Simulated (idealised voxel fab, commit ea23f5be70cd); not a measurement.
The following is a process module called voxel spacer lines.
This is section cut - it's 180 nm across, gridded in 5 nm square cells.
Notation: cross-section as square-cell grid; stated in bands, top first, going down; one or more cell rows per band. First you get the band's top height and its bottom height, in nm, and then the materials it's made of, left to right, with each width in nm. If you see a single material with "throughout", that one covers the band edge to edge. "blank" is empty space. The reference from which all heights are counted is 0, the level beneath which the as-received wafer is entirely one material; the lowest band, having no lower bound, proceeds downward and is written after the example "0 nm and below". Width: "30 to 40" (first number = top row, second number = bottom row, same change from row to row of cells). Basically "no alteration" means that step didn't change any cell in the cross-section. "Closed void catalog": sealed empty spaces, 8 cells or more, no open way to top, listed width x height at distance, with distance from the left edge and width, height and distance in nm. That trailing text on a step's line, after the settings, is the simulator's own remark on the step. The "overlay nm" setting may appear on a step's line; for a step that uses a mask, it gives how far to the right of its planned position the mask lay, and a negative value indicates the left.
## Planned process steps
- 1: RECEIVE [material Si]
- 2: CONFORMAL_DEP [material Al2O3] [thk nm 5]
- 3: DIRECTIONAL_DEP [material polySi] [thk nm 15]
- 4: DIRECTIONAL_DEP [material aC] [thk nm 20]
- 5: PATTERN [tone cover] [mask id MANDREL] [material resist] [width nm 15] [pitch nm 60] [thk nm 25] [overlay nm 0]
- 6: DIRECTIONAL_ETCH [etch materials aC] [depth nm 20]
- 7: STRIP [etch materials resist]
- 8: CONFORMAL_DEP [material SiO2] [thk nm 10]
- 9: DIRECTIONAL_ETCH [etch materials SiO2] [depth nm 10]
- 10: STRIP [etch materials aC]
- 11: DIRECTIONAL_ETCH [etch materials polySi] [depth nm 15]
- 12: STRIP [etch materials SiO2]
The plan's step 5 width nm is the first wafer's value; the wafers differ in this setting and start identical.
## Step 1 complete: as-received cross-section of the first of several wafers
0 nm and below | Si throughout
Closed void catalog: none
## Cross-section of the first of several wafers once the module has run through its last step, step 12
20 nm to 5 nm | blank=45 / polySi=10 / blank=15 / polySi=10 / blank=25 / polySi=10 / blank=15 / polySi=10 / blank=40
5 nm to 0 nm | Al2O3 throughout
0 nm and below | Si throughout
Closed void catalog: none
## Cross-section, last wafer, module completion
20 nm to 5 nm | blank=35 / polySi=10 / blank=35 / polySi=10 / blank=5 / polySi=10 / blank=35 / polySi=10 / blank=30
5 nm to 0 nm | Al2O3 throughout
0 nm and below | Si throughout
Closed void catalog: none
## Per-wafer rows below. For each material: cells gained (+) or lost (-) since the wafer was received, as of end of module. Then: closed voids
width nm 15, +36 Al2O3, +24 polySi, Closed void catalog: none
width nm 20, +36 Al2O3, +24 polySi, Closed void catalog: none
width nm 25, +36 Al2O3, +24 polySi, Closed void catalog: none
width nm 30, +36 Al2O3, +24 polySi, Closed void catalog: none
width nm 35, +36 Al2O3, +24 polySi, Closed void catalog: none
